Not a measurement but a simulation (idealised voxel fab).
process module | voxel self aligned contacts
cross-section cut | 215 nm wide | cells 5 nm
A cross-section is a grid of square cells, given in bands from the top down. A band is one or more rows of cells.
Each band's line starts with the height of the band's top and of its bottom, in nm. Then come its materials from left to right, each with its width in nm. One material with "throughout" fills the band from edge to edge. "air" is empty space.
Height 0 is the level under which the wafer as received is all one material. The lowest band goes on downwards, as in "0 down".
A width such as "30 to 40" changes by the same amount from each row of cells to the next, from the band's top row to its bottom row.
"no change" after a step means that no cell of the cross-section changed.
closed voids: empty space of 8 cells or more with no open way to the top, each as width x height at its distance from the left edge, in nm
after a step's settings: what the simulator itself notes on the step
overlay nm, on a step with a mask: how far to the right of its planned place the mask lay; to the left if negative
plan
1 op RECEIVE | material Si
2 op CONFORMAL_DEP | material SiO2 | thk nm 5
3 op DIRECTIONAL_DEP | material polySi | thk nm 20
4 op DIRECTIONAL_DEP | material SiN | thk nm 25
5 op MASKED_ETCH | tone cover | mask id GATE | width nm 25 | pitch nm 65 | etch materials SiN | depth nm 25 | overlay nm 0
6 op MASKED_ETCH | tone cover | mask id GATE | width nm 25 | pitch nm 65 | etch materials polySi | depth nm 20 | overlay nm -15
7 op CONFORMAL_DEP | material SiN | thk nm 10
8 op DIRECTIONAL_ETCH | etch materials SiN | depth nm 10
9 op FILL_DEP | material SiO2 | thk nm 20
10 op CMP | height nm 60
11 op DIRECTIONAL_DEP | material aC | thk nm 15
12 op PATTERN | tone open | mask id CONTACT | material resist | width nm 50 | pitch nm 65 | thk nm 35 | overlay nm 0
13 op DIRECTIONAL_ETCH | etch materials aC | depth nm 15
14 op STRIP | etch materials resist
15 op DIRECTIONAL_ETCH | etch materials SiO2 | depth nm 60
16 op STRIP | etch materials aC
17 op CONFORMAL_DEP | material TiN | thk nm 5
18 op FILL_DEP | material Ru | thk nm 5
19 op CMP | height nm 60
20 op CONFORMAL_DEP | material SiCN | thk nm 5
varied across the wafers: overlay nm of step 6. The plan shows the first wafer's value. All wafers start alike
first wafer as received, after step 1
  0 down: Si throughout
  closed voids: none
each wafer at the end: cells of each material gained (+) or lost (-) since it was received, then its closed voids
overlay nm -15 | +36 Ru | +43 SiCN | +183 SiN | +147 SiO2 | +54 TiN | +96 polySi | closed voids: none
overlay nm -10 | +36 Ru | +43 SiCN | +183 SiN | +149 SiO2 | +64 TiN | +84 polySi | closed voids: none
overlay nm -5 | +46 Ru | +43 SiCN | +183 SiN | +151 SiO2 | +64 TiN | +72 polySi | closed voids: none
overlay nm 0 | +56 Ru | +43 SiCN | +183 SiN | +153 SiO2 | +64 TiN | +60 polySi | closed voids: none
overlay nm 5 | +46 Ru | +43 SiCN | +183 SiN | +151 SiO2 | +64 TiN | +72 polySi | closed voids: none
overlay nm 10 | +36 Ru | +43 SiCN | +183 SiN | +149 SiO2 | +64 TiN | +84 polySi | closed voids: none
overlay nm 15 | +36 Ru | +43 SiCN | +183 SiN | +147 SiO2 | +54 TiN | +96 polySi | closed voids: none
